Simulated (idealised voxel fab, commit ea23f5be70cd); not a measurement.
Module name: voxel self aligned contacts (process module)
Displayed cross-section: cut, width of 250 nm, square cells sized 5 nm.
In what follows, cross-sections appear as grids of square cells, described through bands that run from the top down, where every band is one or more rows of cells.
For a band, the entry starts with two heights in nm, that of the top and then that of the bottom, and carries on with the band's materials in order from left to right, each alongside its width in nm; the word "everywhere" beside a single material means it fills the band edge to edge, and "empty" means empty space.
For the purposes of this specification, 0 denotes the height below which the wafer in its as-received condition is composed wholly of one material, and the lowermost band, lacking a lower limit, extends downward without end, as expressed in "0 and below".
A width such as "30 to 40" changes by the same amount from each row of cells to the next, from the band's top row to its bottom row.
Basically "nothing was modified" means that step didn't change any cell in the cross-section.
Entry "Fully sealed voids" = empty spaces >= 8 cells with no open way to the top; each as width x height at distance, distance from left edge, all nm.
The remark found on a step's line after its settings is issued by the simulator itself and pertains to that step.
overlay nm: mask right of planned place by this much (step with mask). Neg. = left.
Steps in the process plan:
1) RECEIVE (material Si)
2) OXIDIZE (depth nm 5)
3) DIRECTIONAL_DEP (material polySi; thk nm 25)
4) DIRECTIONAL_DEP (material SiN; thk nm 25)
5) DIRECTIONAL_DEP (material aC; thk nm 15)
6) PATTERN (tone cover; mask id GATE; material resist; width nm 25; pitch nm 65; thk nm 30; overlay nm 0)
7) DIRECTIONAL_ETCH (etch materials aC; depth nm 15)
8) STRIP (etch materials resist)
9) DIRECTIONAL_ETCH (etch materials SiN; depth nm 25)
10) DIRECTIONAL_ETCH (etch materials polySi; depth nm 25)
11) STRIP (etch materials aC)
12) CONFORMAL_DEP (material SiN; thk nm 10)
13) DIRECTIONAL_ETCH (etch materials SiN; depth nm 10)
14) FILL_DEP (material SiO2; thk nm 15)
15) CMP (height nm 60)
16) PATTERN (tone open; mask id CONTACT; material resist; width nm 50; pitch nm 65; thk nm 20; overlay nm 0)
17) DIRECTIONAL_ETCH (etch materials SiO2; depth nm 65)
18) STRIP (etch materials resist)
19) CONFORMAL_DEP (material TiN; thk nm 5)
20) FILL_DEP (material W; thk nm 5)
21) CMP (height nm 60)
22) CONFORMAL_DEP (material SiN; thk nm 5)
Cross-section, incoming material, after step 1:
  0 and below: Si everywhere
  Fully sealed voids: none
Here's the wafer cut in cross-section after the module, started and planned just like above, except one thing was done wrong in the run:
  65 down to 60: SiN everywhere
  60 down to 50: SiO2 (65)  TiN (5 to 20)  W (40 to 10)  TiN (5 to 20)  SiO2 (15)  TiN (5 to 20)  W (40 to 10)  TiN (5 to 20)  SiO2 (70)
  50 down to 25: SiO2 (35)  SiN (45)  TiN (5)  W (10)  TiN (5)  SiN (45)  TiN (5)  W (10)  TiN (5)  SiN (45)  SiO2 (40)
  25 down to 15: SiO2 (35)  SiN (10)  polySi (25)  SiN (10)  TiN (5)  W (10)  TiN (5)  SiN (10)  polySi (25)  SiN (10)  TiN (5)  W (10)  TiN (5)  SiN (10)  polySi (25)  SiN (10)  SiO2 (40)
  15 down to 10: SiO2 (35)  SiN (10)  polySi (25)  SiN (10)  TiN (20)  SiN (10)  polySi (25)  SiN (10)  TiN (20)  SiN (10)  polySi (25)  SiN (10)  SiO2 (40)
  10 down to 0: SiN (45)  polySi (25)  SiN (40)  polySi (25)  SiN (40)  polySi (25)  SiN (50)
  0 down to -5: SiO2 everywhere
  -5 and below: Si everywhere
  Fully sealed voids: none
Run error: steps 12 and 13 of the plan were each performed in the slot designated for the other
